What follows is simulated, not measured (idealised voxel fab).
This is a process module. Its name is voxel air gaps.
250 nm wide, 5 nm square cells: that's cross-section cut.
Throughout this document, each cross-section is represented as a grid of square cells and is presented as a sequence of bands enumerated from the top downward, where a band comprises one or more rows of cells. Band entry format. Leading values: height of top, height of bottom, nm. Remainder: materials in left-to-right order, each with its width in nm. Special words: "full width" on a single material, which then fills the band edge to edge; "air", empty space. Height is counted from the level 0, under which the received wafer is composed throughout of one material. The lowest of the bands is not closed at the bottom but continues downward, in the notation "from 0 down". Graded width ("30->40"): value in top row of band = first number; value in bottom row = second number; row-to-row change constant. Where the words "nothing different" appear for a step, the cross-section shows no cell changed by that step; every cell remained as before. Under "Closed void listing" you'll find the enclosed gaps, the ones with no way out to the top, that are 8 cells or bigger; each reads width x height at distance, with distance counted from the left edge, everything in nm. Past the settings on a step's line: simulator remark, on that step. If you see "overlay nm" on a step's line and that step has a mask, it's telling you how far right of where it was planned the mask ended up; a negative number means it went left instead.
[Steps planned for the process]
1,op RECEIVE | material Si
2,op CONFORMAL_DEP | material SiO2 | thk nm 10
3,op CONFORMAL_DEP | material SiN | thk nm 5
4,op DIRECTIONAL_DEP | material lowk | thk nm 30
5,op DIRECTIONAL_DEP | material aC | thk nm 15
6,op PATTERN | tone open | mask id LINES | material resist | width nm 15 | pitch nm 40 | thk nm 35 | overlay nm 0
7,op DIRECTIONAL_ETCH | etch materials aC | depth nm 15
8,op STRIP | etch materials resist
9,op DIRECTIONAL_ETCH | etch materials lowk | depth nm 30
10,op STRIP | etch materials aC
11,op CONFORMAL_DEP | material TiN | thk nm 5
12,op FILL_DEP | material Cu | thk nm 5
13,op CMP | height nm 45
14,op EPI | material Ru | thk nm 10
15,op SELECTIVE_ETCH | etch materials lowk | depth nm 40
16,op CONFORMAL_DEP | material SiN | thk nm 5
[Here's what the wafer looked like in cross-section when it arrived - that's after step 1]
	from 0 down  Si full width
	Closed void listing: none
[End-of-module cross-section of the first of two wafers, processed as planned]
	from 60 to 55  40 air, 165 SiN, 45 air
	from 55 to 45  40 air, 5 SiN, 35 Ru, 5 SiN, 35 Ru, 5 SiN, 35 Ru, 5 SiN, 35 Ru, 5 SiN, 45 air
	from 45 to 40  40 air, 15 SiN, 5 TiN, 5 Cu, 5 TiN, 25 SiN, 5 TiN, 5 Cu, 5 TiN, 25 SiN, 5 TiN, 5 Cu, 5 TiN, 25 SiN, 5 TiN, 5 Cu, 5 TiN, 15 SiN, 45 air
	from 40 to 20  50 air, 5 SiN, 5 TiN, 5 Cu, 5 TiN, 5 SiN, 15 air, 5 SiN, 5 TiN, 5 Cu, 5 TiN, 5 SiN, 15 air, 5 SiN, 5 TiN, 5 Cu, 5 TiN, 5 SiN, 15 air, 5 SiN, 5 TiN, 5 Cu, 5 TiN, 5 SiN, 55 air
	from 20 to 15  55 SiN, 15 TiN, 25 SiN, 15 TiN, 25 SiN, 15 TiN, 25 SiN, 15 TiN, 60 SiN
	from 15 to 10  SiN full width
	from 10 to 0  SiO2 full width
	from 0 down  Si full width
	Closed void listing: 15 x 20 at 75; 15 x 20 at 115; 15 x 20 at 155
[Cross-section, second wafer: same start as the first, same plan as the first, one mistake in running it; taken at the end of the module]
	from 60 to 55  35 air, 175 SiN, 40 air
	from 55 to 45  35 air, 5 SiN, 165 Ru, 5 SiN, 40 air
	from 45 to 40  35 air, 15 SiN, 5 TiN, 15 Cu, 5 TiN, 15 lowk, 5 TiN, 15 Cu, 5 TiN, 15 lowk, 5 TiN, 15 Cu, 5 TiN, 15 lowk, 5 TiN, 15 Cu, 5 TiN, 15 SiN, 40 air
	from 40 to 20  45 air, 5 SiN, 5 TiN, 15 Cu, 5 TiN, 15 lowk, 5 TiN, 15 Cu, 5 TiN, 15 lowk, 5 TiN, 15 Cu, 5 TiN, 15 lowk, 5 TiN, 15 Cu, 5 TiN, 5 SiN, 50 air
	from 20 to 15  50 SiN, 25 TiN, 15 lowk, 25 TiN, 15 lowk, 25 TiN, 15 lowk, 25 TiN, 55 SiN
	from 15 to 10  SiN full width
	from 10 to 0  SiO2 full width
	from 0 down  Si full width
	Closed void listing: none
Where did the run depart from the plan? rather than as planned, step 6 actually ran as op PATTERN | tone open | mask id LINES | material resist | width nm 25 | pitch nm 40 | thk nm 35 | overlay nm 0
Final wafer comparison in cells, second versus first, more or fewer per material: +40 Cu | +10 Ru | -60 SiN | +8 TiN | +54 lowk
In the final state there are 3 closed voids in the first wafer, compared with 0 in the second wafer.
